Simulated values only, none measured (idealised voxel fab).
The process module presented herein is designated voxel local oxidation.
Cross-section cut: width 175 nm, square cells of 5 nm.
For the purposes of this document, a cross-section shall be understood as a grid of square cells, specified as bands listed in top-to-bottom order, each band consisting of one or more rows of cells. Heights first: top, then bottom, in nm. Then materials, left to right, each with a width in nm. "everywhere" on a single material: fills the band edge to edge. "blank": empty space. Ref level 0: as-received wafer is one material below here. Bottom band extends down with no lower bound ("0 down"). It should be noted that a width expressed as "30->40" varies in equal increments from row to row of cells within the band, taking the value of the first number at the top row and that of the second number at the bottom row. Step marked "identical to before"? Then no cell in the cross-section changed in it. The label "Closed internal cavities" introduces a list of the empty spaces, 8 cells or larger, that have no open way up to the top; each entry in it reads width x height at distance, where the distance is taken from the left edge and all three are stated in nm. It should be noted that, on the line of a given step, the content following the step's settings is a remark produced by the simulator itself with respect to that step. For masked steps, "overlay nm" on the step line gives how far right of plan the mask actually lay; a minus sign means it lay to the left.

-- The process steps that were planned are listed below
1: RECEIVE,material Si
2: OXIDIZE,depth nm 5
3: CONFORMAL_DEP,material SiN,thk nm 15
4: PATTERN,tone cover,mask id ACTIVE,material resist,width nm 95,thk nm 20,overlay nm -15
5: DIRECTIONAL_ETCH,etch materials SiN,depth nm 15
6: STRIP,etch materials resist
7: SELECTIVE_ETCH,etch materials SiO2,depth nm 5
8: OXIDIZE,depth nm 15
9: STRIP,etch materials SiN
Keep in mind the plan's value for the overlay nm of step 4 comes from the first wafer; the wafers don't share that setting, but they do share the same starting point.

-- The as-received cross-section of the first of several wafers corresponds to the state after step 1
	0 down  Si everywhere
	Closed internal cavities: none

-- The rows of the table below are wafers. Looking at the end of the module, a row counts, for every material, the cells the wafer has gained, shown as (+), or lost, shown as (-), since it was received; its closed voids come next
overlay nm -15; -107 Si; +89 SiO2; Closed internal cavities: none
overlay nm -10; -107 Si; +89 SiO2; Closed internal cavities: none
overlay nm -5; -107 Si; +89 SiO2; Closed internal cavities: none
overlay nm 0; -107 Si; +89 SiO2; Closed internal cavities: none
overlay nm 5; -107 Si; +89 SiO2; Closed internal cavities: none
overlay nm 10; -107 Si; +89 SiO2; Closed internal cavities: none
overlay nm 15; -107 Si; +89 SiO2; Closed internal cavities: none
